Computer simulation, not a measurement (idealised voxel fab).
This is a process module. Its name is voxel capacitor over wiring.
Cross-section cut spans 190 nm and uses square cells 5 nm in size.
The cross-sections in this document take the form of a grid made of square cells. They are written out as bands, in order from top to bottom. Each band consists of one or more rows of cells.
The band entry comprises the height of the band's top followed by the height of its bottom, expressed in nm, and subsequently the band's materials from left to right, each stated together with its width in nm. Where a single material is marked with the word "everywhere", that material fills the band from edge to edge. The word "empty" represents empty space.
A quick word on heights: they are counted from 0, and under that level the wafer as it came to us is one material throughout. The lowest band is different from the rest in having no bottom; it simply continues downward, written as in "0 -> down".
Width "30 to 40": first value at the band's top row of cells, second value at its bottom row, equal change from row to row.
"no alteration" -> step changed no cross-section cell.
Closed empty spaces (no open way to the top) of 8 cells or more are what "Sealed internal cavities" lists, each as width x height at distance from the left edge, nm for all three.
Step line, after settings: the simulator's comment on this step.
overlay nm: mask offset rightward from planned place, masked step; negative means leftward offset.
Guide to the pairs. Each holds a before and an after cross-section around one process step; the after cross-section is cut off at the lowest band that changed. Look under the pair for the step between them and its settings. Pairs can come from different runs of this module on the same starting wafer, so a pair follows on from the one above it only where its entry headed "Prior to step" says it does.

Prior to step:
> 65 -> 60  55 nm empty; 55 nm TiN; 80 nm empty
> 60 -> 55  55 nm empty; 55 nm HfO2; 80 nm empty
> 55 -> 50  TiN everywhere
> 50 -> 45  55 nm SiCN; 15 nm TiN; 120 nm SiCN
> 45 -> 40  35 nm SiCN; 40 nm SiO2; 40 nm SiCN; 40 nm SiO2; 35 nm SiCN
> 40 -> 35  SiO2 everywhere
> 35 -> 30  35 nm SiO2; 40 nm Ru; 40 nm SiO2; 40 nm Ru; 35 nm SiO2
> 30 -> 15  40 nm SiO2; 5 nm TiN; 20 nm Ru; 5 nm TiN; 50 nm SiO2; 5 nm TiN; 20 nm Ru; 5 nm TiN; 40 nm SiO2
> 15 -> 10  40 nm SiN; 30 nm TiN; 50 nm SiN; 30 nm TiN; 40 nm SiN
> 10 -> 0  SiO2 everywhere
> 0 -> down  Si everywhere
> Sealed internal cavities: none

State After Step:
> 80 -> 65  50 nm empty; 65 nm resist; 75 nm empty
> 65 -> 60  50 nm empty; 5 nm resist; 55 nm TiN; 5 nm resist; 75 nm empty
> 60 -> 55  50 nm empty; 5 nm resist; 55 nm HfO2; 5 nm resist; 75 nm empty
> Under the height 55 nothing was changed.
> Sealed internal cavities: none
Before/after cross-sections above; step in between: PATTERN with tone cover, mask id LOWER_PLATE, material resist, width nm 65, thk nm 15, overlay nm 0

Prior to step: check the pair just above; its after cross-section is our before state.

State After Step:
> 80 -> 65  50 nm empty; 65 nm resist; 75 nm empty
> 65 -> 60  50 nm empty; 5 nm resist; 55 nm TiN; 5 nm resist; 75 nm empty
> 60 -> 55  50 nm empty; 5 nm resist; 55 nm HfO2; 5 nm resist; 75 nm empty
> 55 -> 50  50 nm empty; 65 nm TiN; 75 nm empty
> Under the height 50 nothing was changed.
> Sealed internal cavities: none
Before/after cross-sections above; step in between: DIRECTIONAL_ETCH with etch materials TiN, depth nm 5

Prior to step: check the pair just above; its after cross-section is our before state.

State After Step:
> 65 -> 60  55 nm empty; 55 nm TiN; 80 nm empty
> 60 -> 55  55 nm empty; 55 nm HfO2; 80 nm empty
> Under the height 55 nothing was changed.
> Sealed internal cavities: none
Before/after cross-sections above; step in between: STRIP with etch materials resist

Prior to step: check the pair just above; its after cross-section is our before state.

State After Step:
> 85 -> 65  SiO2 everywhere
> 65 -> 60  55 nm SiO2; 55 nm TiN; 80 nm SiO2
> 60 -> 55  55 nm SiO2; 55 nm HfO2; 80 nm SiO2
> 55 -> 50  50 nm SiO2; 65 nm TiN; 75 nm SiO2
> Under the height 50 nothing was changed.
> Sealed internal cavities: none
Before/after cross-sections above; step in between: FILL_DEP with material SiO2, thk nm 20

Prior to step: check the pair just above; its after cross-section is our before state.

State After Step:
> 80 -> 65  SiO2 everywhere
> Under the height 65 nothing was changed.
> Sealed internal cavities: none
Before/after cross-sections above; step in between: CMP with height nm 80

Prior to step: check the pair just above; its after cross-section is our before state.

State After Step:
> 80 -> 65  65 nm SiO2; 15 nm empty; 110 nm SiO2
> Under the height 65 nothing was changed.
> Sealed internal cavities: none
Before/after cross-sections above; step in between: MASKED_ETCH with tone open, mask id PLUG_2, width nm 15, etch materials SiO2, depth nm 15, overlay nm 0

Prior to step: check the pair just above; its after cross-section is our before state.

State After Step:
> 85 -> 80  70 nm TiN; 5 nm empty; 115 nm TiN
> 80 -> 70  65 nm SiO2; 5 nm TiN; 5 nm empty; 5 nm TiN; 110 nm SiO2
> 70 -> 60  65 to 55 nm SiO2; 15 to 55 nm TiN; 110 to 80 nm SiO2
> Under the height 60 nothing was changed.
> Sealed internal cavities: none
Before/after cross-sections above; step in between: CONFORMAL_DEP with material TiN, thk nm 5

Prior to step: check the pair just above; its after cross-section is our before state.

State After Step:
> 90 -> 85  W everywhere
> 85 -> 80  70 nm TiN; 5 nm W; 115 nm TiN
> 80 -> 70  65 nm SiO2; 5 nm TiN; 5 nm W; 5 nm TiN; 110 nm SiO2
> Under the height 70 nothing was changed.
> Sealed internal cavities: none
Before/after cross-sections above; step in between: FILL_DEP with material W, thk nm 5

Prior to step: check the pair just above; its after cross-section is our before state.

State After Step:
> 80 -> 70  65 nm SiO2; 5 nm TiN; 5 nm W; 5 nm TiN; 110 nm SiO2
> Under the height 70 nothing was changed.
> Sealed internal cavities: none
Before/after cross-sections above; step in between: CMP with height nm 80

Prior to step: check the pair just above; its after cross-section is our before state.

State After Step:
> 85 -> 80  SiN everywhere
> Under the height 80 nothing was changed.
> Sealed internal cavities: none
Before/after cross-sections above; step in between: CONFORMAL_DEP with material SiN, thk nm 5

Prior to step:
> 45 -> 35  Ru everywhere
> 35 -> 30  45 nm TiN; 20 nm Ru; 60 nm TiN; 20 nm Ru; 45 nm TiN
> 30 -> 15  40 nm SiO2; 5 nm TiN; 20 nm Ru; 5 nm TiN; 50 nm SiO2; 5 nm TiN; 20 nm Ru; 5 nm TiN; 40 nm SiO2
> 15 -> 10  40 nm SiN; 30 nm TiN; 50 nm SiN; 30 nm TiN; 40 nm SiN
> 10 -> 0  SiO2 everywhere
> 0 -> down  Si everywhere
> Sealed internal cavities: none

State After Step:
> 25 -> 15  40 nm SiO2; 5 nm TiN; 20 nm Ru; 5 nm TiN; 50 nm SiO2; 5 nm TiN; 20 nm Ru; 5 nm TiN; 40 nm SiO2
> Under the height 15 nothing was changed.
> Sealed internal cavities: none
Before/after cross-sections above; step in between: CMP with height nm 25

Prior to step: check the pair just above; its after cross-section is our before state.

State After Step:
> 30 -> 25  35 nm empty; 40 nm Ru; 40 nm empty; 40 nm Ru; 35 nm empty
> Under the height 25 nothing was changed.
> Sealed internal cavities: none
Before/after cross-sections above; step in between: EPI with material Ru, thk nm 5

Prior to step: check the pair just above; its after cross-section is our before state.

State After Step:
> 35 -> 30  SiCN everywhere
> 30 -> 25  35 nm SiCN; 40 nm Ru; 40 nm SiCN; 40 nm Ru; 35 nm SiCN
> Under the height 25 nothing was changed.
> Sealed internal cavities: none
Before/after cross-sections above; step in between: FILL_DEP with material SiCN, thk nm 5

Prior to step: check the pair just above; its after cross-section is our before state.

State After Step:
> 45 -> 35  SiO2 everywhere
> Under the height 35 nothing was changed.
> Sealed internal cavities: none
Before/after cross-sections above; step in between: DIRECTIONAL_DEP with material SiO2, thk nm 10

Prior to step: check the pair just above; its after cross-section is our before state.

State After Step:
> 60 -> 45  55 nm resist; 15 nm empty; 120 nm resist
> Under the height 45 nothing was changed.
> Sealed internal cavities: none
Before/after cross-sections above; step in between: PATTERN with tone open, mask id PLUG_1, material resist, width nm 15, thk nm 15, overlay nm 0

Prior to step: check the pair just above; its after cross-section is our before state.

State After Step:
> 60 -> 45  55 nm resist; 15 nm empty; 120 nm resist
> 45 -> 35  55 nm SiO2; 15 nm empty; 120 nm SiO2
> Under the height 35 nothing was changed.
> Sealed internal cavities: none
Before/after cross-sections above; step in between: DIRECTIONAL_ETCH with etch materials SiO2, depth nm 10

Prior to step: check the pair just above; its after cross-section is our before state.

State After Step:
> 60 -> 45  55 nm resist; 15 nm empty; 120 nm resist
> 45 -> 35  55 nm SiO2; 15 nm empty; 120 nm SiO2
> 35 -> 30  55 nm SiCN; 15 nm empty; 120 nm SiCN
> Under the height 30 nothing was changed.
> Sealed internal cavities: none
Before/after cross-sections above; step in between: DIRECTIONAL_ETCH with etch materials SiCN, depth nm 5

Prior to step: check the pair just above; its after cross-section is our before state.

State After Step:
> 45 -> 35  55 nm SiO2; 15 nm empty; 120 nm SiO2
> Under the height 35 nothing was changed.
> Sealed internal cavities: none
Before/after cross-sections above; step in between: STRIP with etch materials resist

Prior to step: check the pair just above; its after cross-section is our before state.

State After Step:
> 50 -> 45  60 nm TiN; 5 nm empty; 125 nm TiN
> 45 -> 35  55 nm SiO2; 5 nm TiN; 5 nm empty; 5 nm TiN; 120 nm SiO2
> 35 -> 30  55 nm SiCN; 15 nm TiN; 120 nm SiCN
> Under the height 30 nothing was changed.
> Sealed internal cavities: none
Before/after cross-sections above; step in between: CONFORMAL_DEP with material TiN, thk nm 5

Prior to step: check the pair just above; its after cross-section is our before state.

State After Step:
> 60 -> 50  Cu everywhere
> 50 -> 45  60 nm TiN; 5 nm Cu; 125 nm TiN
> 45 -> 35  55 nm SiO2; 5 nm TiN; 5 nm Cu; 5 nm TiN; 120 nm SiO2
> Under the height 35 nothing was changed.
> Sealed internal cavities: none
Before/after cross-sections above; step in between: FILL_DEP with material Cu, thk nm 10

Prior to step: check the pair just above; its after cross-section is our before state.

State After Step:
> 50 -> 45  60 nm TiN; 5 nm Cu; 125 nm TiN
> Under the height 45 nothing was changed.
> Sealed internal cavities: none
Before/after cross-sections above; step in between: CMP with height nm 50

Prior to step: check the pair just above; its after cross-section is our before state.

State After Step:
> 55 -> 50  TiN everywhere
> Under the height 50 nothing was changed.
> Sealed internal cavities: none
Before/after cross-sections above; step in between: DIRECTIONAL_DEP with material TiN, thk nm 5

Prior to step: check the pair just above; its after cross-section is our before state.

State After Step:
> 60 -> 55  HfO2 everywhere
> Under the height 55 nothing was changed.
> Sealed internal cavities: none
Before/after cross-sections above; step in between: DIRECTIONAL_DEP with material HfO2, thk nm 5

Prior to step: check the pair just above; its after cross-section is our before state.

State After Step:
> 65 -> 60  TiN everywhere
> Under the height 60 nothing was changed.
> Sealed internal cavities: none
Before/after cross-sections above; step in between: DIRECTIONAL_DEP with material TiN, thk nm 5

Prior to step: check the pair just above; its after cross-section is our before state.

State After Step:
> 75 -> 65  aC everywhere
> Under the height 65 nothing was changed.
> Sealed internal cavities: none
Before/after cross-sections above; step in between: DIRECTIONAL_DEP with material aC, thk nm 10

Prior to step: check the pair just above; its after cross-section is our before state.

State After Step:
> 100 -> 75  55 nm empty; 55 nm resist; 80 nm empty
> Under the height 75 nothing was changed.
> Sealed internal cavities: none
Before/after cross-sections above; step in between: PATTERN with tone cover, mask id UPPER_PLATE, material resist, width nm 55, thk nm 25, overlay nm 0

Prior to step: check the pair just above; its after cross-section is our before state.

State After Step:
> 90 -> 75  55 nm empty; 55 nm resist; 80 nm empty
> 75 -> 65  55 nm empty; 55 nm aC; 80 nm empty
> Under the height 65 nothing was changed.
> Sealed internal cavities: none
Before/after cross-sections above; step in between: DIRECTIONAL_ETCH with etch materials aC, depth nm 10

Prior to step: check the pair just above; its after cross-section is our before state.

State After Step:
> 75 -> 65  55 nm empty; 55 nm aC; 80 nm empty
> Under the height 65 nothing was changed.
> Sealed internal cavities: none
Before/after cross-sections above; step in between: STRIP with etch materials resist

Prior to step: check the pair just above; its after cross-section is our before state.

State After Step:
> 75 -> 65  55 nm empty; 55 nm aC; 80 nm empty
> 65 -> 60  55 nm empty; 55 nm TiN; 80 nm empty
> Under the height 60 nothing was changed.
> Sealed internal cavities: none
Before/after cross-sections above; step in between: DIRECTIONAL_ETCH with etch materials TiN, depth nm 5

Prior to step: check the pair just above; its after cross-section is our before state.

State After Step:
> 75 -> 65  55 nm empty; 55 nm aC; 80 nm empty
> 65 -> 60  55 nm empty; 55 nm TiN; 80 nm empty
> 60 -> 55  55 nm empty; 55 nm HfO2; 80 nm empty
> Under the height 55 nothing was changed.
> Sealed internal cavities: none
Before/after cross-sections above; step in between: DIRECTIONAL_ETCH with etch materials HfO2, depth nm 5

Prior to step: check the pair just above; its after cross-section is our before state.

State After Step:
> 65 -> 60  55 nm empty; 55 nm TiN; 80 nm empty
> Under the height 60 nothing was changed.
> Sealed internal cavities: none
Before/after cross-sections above; step in between: STRIP with etch materials aC

Prior to step: check the pair just above; its after cross-section is our before state.

State After Step:
> 80 -> 65  50 nm empty; 65 nm resist; 75 nm empty
> 65 -> 60  50 nm empty; 5 nm resist; 55 nm TiN; 5 nm resist; 75 nm empty
> 60 -> 55  50 nm empty; 5 nm resist; 55 nm HfO2; 5 nm resist; 75 nm empty
> Under the height 55 nothing was changed.
> Sealed internal cavities: none
Before/after cross-sections above; step in between: PATTERN with tone cover, mask id LOWER_PLATE, material resist, width nm 65, thk nm 15, overlay nm 0

Prior to step: check the pair just above; its after cross-section is our before state.

State After Step:
> 80 -> 65  50 nm empty; 65 nm resist; 75 nm empty
> 65 -> 60  50 nm empty; 5 nm resist; 55 nm TiN; 5 nm resist; 75 nm empty
> 60 -> 55  50 nm empty; 5 nm resist; 55 nm HfO2; 5 nm resist; 75 nm empty
> 55 -> 50  50 nm empty; 65 nm TiN; 75 nm empty
> Under the height 50 nothing was changed.
> Sealed internal cavities: none
Before/after cross-sections above; step in between: DIRECTIONAL_ETCH with etch materials TiN, depth nm 5

Prior to step: check the pair just above; its after cross-section is our before state.

State After Step:
> 65 -> 60  55 nm empty; 55 nm TiN; 80 nm empty
> 60 -> 55  55 nm empty; 55 nm HfO2; 80 nm empty
> Under the height 55 nothing was changed.
> Sealed internal cavities: none
Before/after cross-sections above; step in between: STRIP with etch materials resist

Prior to step: check the pair just above; its after cross-section is our before state.

State After Step:
> 85 -> 65  SiO2 everywhere
> 65 -> 60  55 nm SiO2; 55 nm TiN; 80 nm SiO2
> 60 -> 55  55 nm SiO2; 55 nm HfO2; 80 nm SiO2
> 55 -> 50  50 nm SiO2; 65 nm TiN; 75 nm SiO2
> Under the height 50 nothing was changed.
> Sealed internal cavities: none
Before/after cross-sections above; step in between: FILL_DEP with material SiO2, thk nm 20

Prior to step: check the pair just above; its after cross-section is our before state.

State After Step:
> 80 -> 65  SiO2 everywhere
> Under the height 65 nothing was changed.
> Sealed internal cavities: none
Before/after cross-sections above; step in between: CMP with height nm 80

Prior to step: check the pair just above; its after cross-section is our before state.

State After Step:
> 80 -> 65  65 nm SiO2; 15 nm empty; 110 nm SiO2
> Under the height 65 nothing was changed.
> Sealed internal cavities: none
Before/after cross-sections above; step in between: MASKED_ETCH with tone open, mask id PLUG_2, width nm 15, etch materials SiO2, depth nm 15, overlay nm 0

Prior to step: check the pair just above; its after cross-section is our before state.

State After Step:
> 85 -> 80  70 nm TiN; 5 nm empty; 115 nm TiN
> 80 -> 70  65 nm SiO2; 5 nm TiN; 5 nm empty; 5 nm TiN; 110 nm SiO2
> 70 -> 60  65 to 55 nm SiO2; 15 to 55 nm TiN; 110 to 80 nm SiO2
> Under the height 60 nothing was changed.
> Sealed internal cavities: none
Before/after cross-sections above; step in between: CONFORMAL_DEP with material TiN, thk nm 5

Prior to step: check the pair just above; its after cross-section is our before state.

State After Step:
> 90 -> 85  W everywhere
> 85 -> 80  70 nm TiN; 5 nm W; 115 nm TiN
> 80 -> 70  65 nm SiO2; 5 nm TiN; 5 nm W; 5 nm TiN; 110 nm SiO2
> Under the height 70 nothing was changed.
> Sealed internal cavities: none
Before/after cross-sections above; step in between: FILL_DEP with material W, thk nm 5

Prior to step: check the pair just above; its after cross-section is our before state.

State After Step:
> 80 -> 70  65 nm SiO2; 5 nm TiN; 5 nm W; 5 nm TiN; 110 nm SiO2
> Under the height 70 nothing was changed.
> Sealed internal cavities: none
Before/after cross-sections above; step in between: CMP with height nm 80

Prior to step: check the pair just above; its after cross-section is our before state.

State After Step:
> 85 -> 80  SiN everywhere
> Under the height 80 nothing was changed.
> Sealed internal cavities: none
Before/after cross-sections above; step in between: CONFORMAL_DEP with material SiN, thk nm 5

Prior to step:
> 30 -> 15  SiO2 everywhere
> 15 -> 10  SiN everywhere
> 10 -> 0  SiO2 everywhere
> 0 -> down  Si everywhere
> Sealed internal cavities: none

State After Step:
> 30 -> 15  35 nm SiO2; 40 nm empty; 40 nm SiO2; 40 nm empty; 35 nm SiO2
> Under the height 15 nothing was changed.
> Sealed internal cavities: none
Before/after cross-sections above; step in between: MASKED_ETCH with tone open, mask id METAL_1, width nm 40, pitch nm 80, etch materials SiO2, depth nm 15, overlay nm 0

Prior to step: check the pair just above; its after cross-section is our before state.

State After Step:
> 30 -> 15  35 nm SiO2; 40 nm empty; 40 nm SiO2; 40 nm empty; 35 nm SiO2
> 15 -> 10  40 nm SiN; 30 nm empty; 50 nm SiN; 30 nm empty; 40 nm SiN
> Under the height 10 nothing was changed.
> Sealed internal cavities: none
Before/after cross-sections above; step in between: MASKED_ETCH with tone open, mask id METAL_1, width nm 30, pitch nm 80, etch materials SiN, depth nm 5, overlay nm 0

Prior to step: check the pair just above; its after cross-section is our before state.

State After Step:
> 35 -> 30  40 nm TiN; 30 nm empty; 50 nm TiN; 30 nm empty; 40 nm TiN
> 30 -> 20  35 nm SiO2; 5 nm TiN; 30 nm empty; 5 nm TiN; 40 nm SiO2; 5 nm TiN; 30 nm empty; 5 nm TiN; 35 nm SiO2
> 20 -> 15  35 nm SiO2; 10 nm TiN; 20 nm empty; 10 nm TiN; 40 nm SiO2; 10 nm TiN; 20 nm empty; 10 nm TiN; 35 nm SiO2
> 15 -> 10  40 nm SiN; 30 nm TiN; 50 nm SiN; 30 nm TiN; 40 nm SiN
> Under the height 10 nothing was changed.
> Sealed internal cavities: none
Before/after cross-sections above; step in between: CONFORMAL_DEP with material TiN, thk nm 5

Prior to step: check the pair just above; its after cross-section is our before state.

State After Step:
> 45 -> 35  Ru everywhere
> 35 -> 30  40 nm TiN; 30 nm Ru; 50 nm TiN; 30 nm Ru; 40 nm TiN
> 30 -> 20  35 nm SiO2; 5 nm TiN; 30 nm Ru; 5 nm TiN; 40 nm SiO2; 5 nm TiN; 30 nm Ru; 5 nm TiN; 35 nm SiO2
> 20 -> 15  35 nm SiO2; 10 nm TiN; 20 nm Ru; 10 nm TiN; 40 nm SiO2; 10 nm TiN; 20 nm Ru; 10 nm TiN; 35 nm SiO2
> Under the height 15 nothing was changed.
> Sealed internal cavities: none
Before/after cross-sections above; step in between: FILL_DEP with material Ru, thk nm 10

Prior to step: check the pair just above; its after cross-section is our before state.

State After Step:
> 30 -> 20  35 nm SiO2; 5 nm TiN; 30 nm Ru; 5 nm TiN; 40 nm SiO2; 5 nm TiN; 30 nm Ru; 5 nm TiN; 35 nm SiO2
> Under the height 20 nothing was changed.
> Sealed internal cavities: none
Before/after cross-sections above; step in between: CMP with height nm 30

Prior to step: check the pair just above; its after cross-section is our before state.

State After Step:
> 35 -> 30  30 nm empty; 50 nm Ru; 30 nm empty; 50 nm Ru; 30 nm empty
> Under the height 30 nothing was changed.
> Sealed internal cavities: none
Before/after cross-sections above; step in between: EPI with material Ru, thk nm 5

Prior to step: check the pair just above; its after cross-section is our before state.

State After Step:
> 40 -> 35  SiCN everywhere
> 35 -> 30  30 nm SiCN; 50 nm Ru; 30 nm SiCN; 50 nm Ru; 30 nm SiCN
> Under the height 30 nothing was changed.
> Sealed internal cavities: none
Before/after cross-sections above; step in between: FILL_DEP with material SiCN, thk nm 5

Prior to step: check the pair just above; its after cross-section is our before state.

State After Step:
> 50 -> 40  SiO2 everywhere
> Under the height 40 nothing was changed.
> Sealed internal cavities: none
Before/after cross-sections above; step in between: DIRECTIONAL_DEP with material SiO2, thk nm 10

Prior to step: check the pair just above; its after cross-section is our before state.

State After Step:
> 65 -> 50  55 nm resist; 15 nm empty; 120 nm resist
> Under the height 50 nothing was changed.
> Sealed internal cavities: none
Before/after cross-sections above; step in between: PATTERN with tone open, mask id PLUG_1, material resist, width nm 15, thk nm 15, overlay nm 0

Prior to step: check the pair just above; its after cross-section is our before state.

State After Step:
> 65 -> 50  55 nm resist; 15 nm empty; 120 nm resist
> 50 -> 40  55 nm SiO2; 15 nm empty; 120 nm SiO2
> Under the height 40 nothing was changed.
> Sealed internal cavities: none
Before/after cross-sections above; step in between: DIRECTIONAL_ETCH with etch materials SiO2, depth nm 10

Prior to step: check the pair just above; its after cross-section is our before state.

State After Step:
> 65 -> 50  55 nm resist; 15 nm empty; 120 nm resist
> 50 -> 40  55 nm SiO2; 15 nm empty; 120 nm SiO2
> 40 -> 35  55 nm SiCN; 15 nm empty; 120 nm SiCN
> Under the height 35 nothing was changed.
> Sealed internal cavities: none
Before/after cross-sections above; step in between: DIRECTIONAL_ETCH with etch materials SiCN, depth nm 5

Prior to step: check the pair just above; its after cross-section is our before state.

State After Step:
> 50 -> 40  55 nm SiO2; 15 nm empty; 120 nm SiO2
> Under the height 40 nothing was changed.
> Sealed internal cavities: none
Before/after cross-sections above; step in between: STRIP with etch materials resist

Prior to step: check the pair just above; its after cross-section is our before state.

State After Step:
> 55 -> 50  60 nm TiN; 5 nm empty; 125 nm TiN
> 50 -> 40  55 nm SiO2; 5 nm TiN; 5 nm empty; 5 nm TiN; 120 nm SiO2
> 40 -> 35  55 nm SiCN; 15 nm TiN; 120 nm SiCN
> Under the height 35 nothing was changed.
> Sealed internal cavities: none
Before/after cross-sections above; step in between: CONFORMAL_DEP with material TiN, thk nm 5

Prior to step: check the pair just above; its after cross-section is our before state.

State After Step:
> 65 -> 55  Cu everywhere
> 55 -> 50  60 nm TiN; 5 nm Cu; 125 nm TiN
> 50 -> 40  55 nm SiO2; 5 nm TiN; 5 nm Cu; 5 nm TiN; 120 nm SiO2
> Under the height 40 nothing was changed.
> Sealed internal cavities: none
Before/after cross-sections above; step in between: FILL_DEP with material Cu, thk nm 10

Prior to step: check the pair just above; its after cross-section is our before state.

State After Step:
> 50 -> 40  55 nm SiO2; 5 nm TiN; 5 nm Cu; 5 nm TiN; 120 nm SiO2
> Under the height 40 nothing was changed.
> Sealed internal cavities: none
Before/after cross-sections above; step in between: CMP with height nm 50

Prior to step: check the pair just above; its after cross-section is our before state.

State After Step:
> 55 -> 50  TiN everywhere
> Under the height 50 nothing was changed.
> Sealed internal cavities: none
Before/after cross-sections above; step in between: DIRECTIONAL_DEP with material TiN, thk nm 5

Prior to step: check the pair just above; its after cross-section is our before state.

State After Step:
> 60 -> 55  HfO2 everywhere
> Under the height 55 nothing was changed.
> Sealed internal cavities: none
Before/after cross-sections above; step in between: DIRECTIONAL_DEP with material HfO2, thk nm 5

Prior to step: check the pair just above; its after cross-section is our before state.

State After Step:
> 65 -> 60  TiN everywhere
> Under the height 60 nothing was changed.
> Sealed internal cavities: none
Before/after cross-sections above; step in between: DIRECTIONAL_DEP with material TiN, thk nm 5

Prior to step: check the pair just above; its after cross-section is our before state.

State After Step:
> 75 -> 65  aC everywhere
> Under the height 65 nothing was changed.
> Sealed internal cavities: none
Before/after cross-sections above; step in between: DIRECTIONAL_DEP with material aC, thk nm 10

Prior to step: check the pair just above; its after cross-section is our before state.

State After Step:
> 100 -> 75  55 nm empty; 55 nm resist; 80 nm empty
> Under the height 75 nothing was changed.
> Sealed internal cavities: none
Before/after cross-sections above; step in between: PATTERN with tone cover, mask id UPPER_PLATE, material resist, width nm 55, thk nm 25, overlay nm 0

Prior to step: check the pair just above; its after cross-section is our before state.

State After Step:
> 90 -> 75  55 nm empty; 55 nm resist; 80 nm empty
> 75 -> 65  55 nm empty; 55 nm aC; 80 nm empty
> Under the height 65 nothing was changed.
> Sealed internal cavities: none
Before/after cross-sections above; step in between: DIRECTIONAL_ETCH with etch materials aC, depth nm 10

Prior to step: check the pair just above; its after cross-section is our before state.

State After Step:
> 75 -> 65  55 nm empty; 55 nm aC; 80 nm empty
> Under the height 65 nothing was changed.
> Sealed internal cavities: none
Before/after cross-sections above; step in between: STRIP with etch materials resist

Prior to step: check the pair just above; its after cross-section is our before state.

State After Step:
> 75 -> 65  55 nm empty; 55 nm aC; 80 nm empty
> 65 -> 60  55 nm empty; 55 nm TiN; 80 nm empty
> Under the height 60 nothing was changed.
> Sealed internal cavities: none
Before/after cross-sections above; step in between: DIRECTIONAL_ETCH with etch materials TiN, depth nm 5

Prior to step: check the pair just above; its after cross-section is our before state.

State After Step:
> 75 -> 65  55 nm empty; 55 nm aC; 80 nm empty
> 65 -> 60  55 nm empty; 55 nm TiN; 80 nm empty
> 60 -> 55  55 nm empty; 55 nm HfO2; 80 nm empty
> Under the height 55 nothing was changed.
> Sealed internal cavities: none
Before/after cross-sections above; step in between: DIRECTIONAL_ETCH with etch materials HfO2, depth nm 5

Prior to step: check the pair just above; its after cross-section is our before state.

State After Step:
> 65 -> 60  55 nm empty; 55 nm TiN; 80 nm empty
> Under the height 60 nothing was changed.
> Sealed internal cavities: none
Before/after cross-sections above; step in between: STRIP with etch materials aC

Prior to step: check the pair just above; its after cross-section is our before state.

State After Step:
> 80 -> 65  50 nm empty; 65 nm resist; 75 nm empty
> 65 -> 60  50 nm empty; 5 nm resist; 55 nm TiN; 5 nm resist; 75 nm empty
> 60 -> 55  50 nm empty; 5 nm resist; 55 nm HfO2; 5 nm resist; 75 nm empty
> Under the height 55 nothing was changed.
> Sealed internal cavities: none
Before/after cross-sections above; step in between: PATTERN with tone cover, mask id LOWER_PLATE, material resist, width nm 65, thk nm 15, overlay nm 0

Prior to step: check the pair just above; its after cross-section is our before state.

State After Step:
> 80 -> 65  50 nm empty; 65 nm resist; 75 nm empty
> 65 -> 60  50 nm empty; 5 nm resist; 55 nm TiN; 5 nm resist; 75 nm empty
> 60 -> 55  50 nm empty; 5 nm resist; 55 nm HfO2; 5 nm resist; 75 nm empty
> 55 -> 50  50 nm empty; 65 nm TiN; 75 nm empty
> Under the height 50 nothing was changed.
> Sealed internal cavities: none
Before/after cross-sections above; step in between: DIRECTIONAL_ETCH with etch materials TiN, depth nm 5

Prior to step: check the pair just above; its after cross-section is our before state.

State After Step:
> 65 -> 60  55 nm empty; 55 nm TiN; 80 nm empty
> 60 -> 55  55 nm empty; 55 nm HfO2; 80 nm empty
> Under the height 55 nothing was changed.
> Sealed internal cavities: none
Before/after cross-sections above; step in between: STRIP with etch materials resist

Prior to step: check the pair just above; its after cross-section is our before state.

State After Step:
> 85 -> 65  SiO2 everywhere
> 65 -> 60  55 nm SiO2; 55 nm TiN; 80 nm SiO2
> 60 -> 55  55 nm SiO2; 55 nm HfO2; 80 nm SiO2
> 55 -> 50  50 nm SiO2; 65 nm TiN; 75 nm SiO2
> Under the height 50 nothing was changed.
> Sealed internal cavities: none
Before/after cross-sections above; step in between: FILL_DEP with material SiO2, thk nm 20

Prior to step: check the pair just above; its after cross-section is our before state.

State After Step:
> 80 -> 65  SiO2 everywhere
> Under the height 65 nothing was changed.
> Sealed internal cavities: none
Before/after cross-sections above; step in between: CMP with height nm 80

Prior to step: check the pair just above; its after cross-section is our before state.

State After Step:
> 80 -> 65  65 nm SiO2; 15 nm empty; 110 nm SiO2
> Under the height 65 nothing was changed.
> Sealed internal cavities: none
Before/after cross-sections above; step in between: MASKED_ETCH with tone open, mask id PLUG_2, width nm 15, etch materials SiO2, depth nm 15, overlay nm 0

Prior to step: check the pair just above; its after cross-section is our before state.

State After Step:
> 85 -> 80  70 nm TiN; 5 nm empty; 115 nm TiN
> 80 -> 70  65 nm SiO2; 5 nm TiN; 5 nm empty; 5 nm TiN; 110 nm SiO2
> 70 -> 60  65 to 55 nm SiO2; 15 to 55 nm TiN; 110 to 80 nm SiO2
> Under the height 60 nothing was changed.
> Sealed internal cavities: none
Before/after cross-sections above; step in between: CONFORMAL_DEP with material TiN, thk nm 5

Prior to step: check the pair just above; its after cross-section is our before state.

State After Step:
> 90 -> 85  W everywhere
> 85 -> 80  70 nm TiN; 5 nm W; 115 nm TiN
> 80 -> 70  65 nm SiO2; 5 nm TiN; 5 nm W; 5 nm TiN; 110 nm SiO2
> Under the height 70 nothing was changed.
> Sealed internal cavities: none
Before/after cross-sections above; step in between: FILL_DEP with material W, thk nm 5

Prior to step: check the pair just above; its after cross-section is our before state.

State After Step:
> 80 -> 70  65 nm SiO2; 5 nm TiN; 5 nm W; 5 nm TiN; 110 nm SiO2
> Under the height 70 nothing was changed.
> Sealed internal cavities: none
Before/after cross-sections above; step in between: CMP with height nm 80

Prior to step: check the pair just above; its after cross-section is our before state.

State After Step:
> 85 -> 80  SiN everywhere
> Under the height 80 nothing was changed.
> Sealed internal cavities: none
Before/after cross-sections above; step in between: CONFORMAL_DEP with material SiN, thk nm 5

Prior to step:
> 75 -> 65  aC everywhere
> 65 -> 60  TiN everywhere
> 60 -> 55  HfO2 everywhere
> 55 -> 50  TiN everywhere
> 50 -> 40  55 nm SiO2; 5 nm TiN; 5 nm Cu; 5 nm TiN; 120 nm SiO2
> 40 -> 35  55 nm SiCN; 15 nm TiN; 120 nm SiCN
> 35 -> 30  35 nm SiCN; 40 nm Ru; 40 nm SiCN; 40 nm Ru; 35 nm SiCN
> 30 -> 15  40 nm SiO2; 5 nm TiN; 20 nm Ru; 5 nm TiN; 50 nm SiO2; 5 nm TiN; 20 nm Ru; 5 nm TiN; 40 nm SiO2
> 15 -> 10  40 nm SiN; 30 nm TiN; 50 nm SiN; 30 nm TiN; 40 nm SiN
> 10 -> 0  SiO2 everywhere
> 0 -> down  Si everywhere
> Sealed internal cavities: none

State After Step:
> 100 -> 75  65 nm empty; 55 nm resist; 70 nm empty
> Under the height 75 nothing was changed.
> Sealed internal cavities: none
Before/after cross-sections above; step in between: PATTERN with tone cover, mask id UPPER_PLATE, material resist, width nm 55, thk nm 25, overlay nm 10
